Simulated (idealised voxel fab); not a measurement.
This section sets out a process module, namely voxel gate over fins.
The cross-section on display is named cut; it measures 150 nm wide, and its cells are 5 nm squares.
Square cells in a grid make up a cross-section in this document, and the grid is given as bands, listed from the top down, each one or more rows of cells. This entry defines a band. It first specifies the height of the band's top and the height of its bottom in nm, and then specifies the band's materials from left to right, stating each material with its width in nm. The word "edge to edge" identifies a single material that fills the band from edge to edge, while the word "air" identifies empty space. Ref level 0: as-received wafer is one material below here. Bottom band extends down with no lower bound ("0 and below"). Think of "30->40" as a width that walks from the first number to the second as you go down the band, top row to bottom row, taking equal-sized steps from row to row. Take "nothing got changed" at face value: in the step it is given for, the cross-section changed in none of its cells. If an empty space has no open way to the top and is at least 8 cells in size, "Enclosed void inventory" lists it, written width x height at distance, where distance is measured from the left edge and every value is in nm. Text after the settings on a step's line: the simulator's own remark on that step. overlay nm: for a step with a mask, the amount by which the mask lay right of where it was planned; a negative amount means left of it.
# Below is the list of planned process steps
- 1: RECEIVE [material Si]
- 2: CONFORMAL_DEP [material SiN] [thk nm 5]
- 3: MASKED_ETCH [tone cover] [mask id FINS] [width nm 15] [pitch nm 40] [etch materials SiN] [depth nm 5] [overlay nm 0]
- 4: MASKED_ETCH [tone cover] [mask id FINS] [width nm 15] [pitch nm 40] [etch materials Si] [depth nm 40] [overlay nm 0]
- 5: FILL_DEP [material SiO2] [thk nm 10]
- 6: CMP [height nm 5]
- 7: SELECTIVE_ETCH [etch materials SiO2] [depth nm 15]
- 8: STRIP [etch materials SiN]
- 9: CONFORMAL_DEP [material HfO2] [thk nm 5]
- 10: CONFORMAL_DEP [material TiN] [thk nm 5]
- 11: FILL_DEP [material W] [thk nm 15]
- 12: CMP [height nm 20]
- 13: CONFORMAL_DEP [material SiN] [thk nm 5]
The wafers in this document start out alike and differ in the width nm applied at step 4; the plan shows the value used for the first wafer.
# Received condition of the first of several wafers, sectioned: post-step 1
  0 and below: Si edge to edge
  Enclosed void inventory: none
# Here is how to read the rows: every wafer has a row, and it shows the wafer at the end of the module, giving for each material how many cells were gained (+) or lost (-) since the wafer was received, then listing its closed voids
width nm 15; +42 HfO2; -168 Si; +30 SiN; +126 SiO2; +42 TiN; +78 W; Enclosed void inventory: none
width nm 20; +42 HfO2; -144 Si; +30 SiN; +108 SiO2; +42 TiN; +72 W; Enclosed void inventory: none
width nm 25; +42 HfO2; -120 Si; +30 SiN; +90 SiO2; +38 TiN; +70 W; Enclosed void inventory: none
